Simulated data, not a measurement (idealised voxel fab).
process module | voxel tone inversion
cross-section cut | 160 nm wide | cells 5 nm
A cross-section is a grid of square cells, given in bands from the top down. A band is one or more rows of cells.
Each band's line starts with the height of the band's top and of its bottom, in nm. Then come its materials from left to right, each with its width in nm. One material with "throughout" fills the band from edge to edge. "air" is empty space.
Height 0 is the level under which the wafer as received is all one material. The lowest band goes on downwards, as in "0 down".
A width such as "30 to 40" changes by the same amount from each row of cells to the next, from the band's top row to its bottom row.
"no change" after a step means that no cell of the cross-section changed.
closed voids: empty space of 8 cells or more with no open way to the top, each as width x height at its distance from the left edge, in nm
after a step's settings: what the simulator itself notes on the step
overlay nm, on a step with a mask: how far to the right of its planned place the mask lay; to the left if negative
plan
1 op RECEIVE | material Si
2 op CONFORMAL_DEP | material SiN | thk nm 10
3 op DIRECTIONAL_DEP | material aC | thk nm 15
4 op PATTERN | tone cover | mask id POSTS | material resist | width nm 20 | pitch nm 50 | thk nm 20 | overlay nm 0
5 op DIRECTIONAL_ETCH | etch materials aC | depth nm 15
6 op STRIP | etch materials resist
7 op FILL_DEP | material SiO2 | thk nm 5
8 op CMP | height nm 25
9 op STRIP | etch materials aC
as received, after step 1
  0 down: Si throughout
  closed voids: none
a wafer at the end: this start, this plan, one mistake
  25 to 15: SiN throughout
  15 to 0: aC throughout
  0 down: Si throughout
  closed voids: none
what went wrong: steps 2 and 3 were swapped
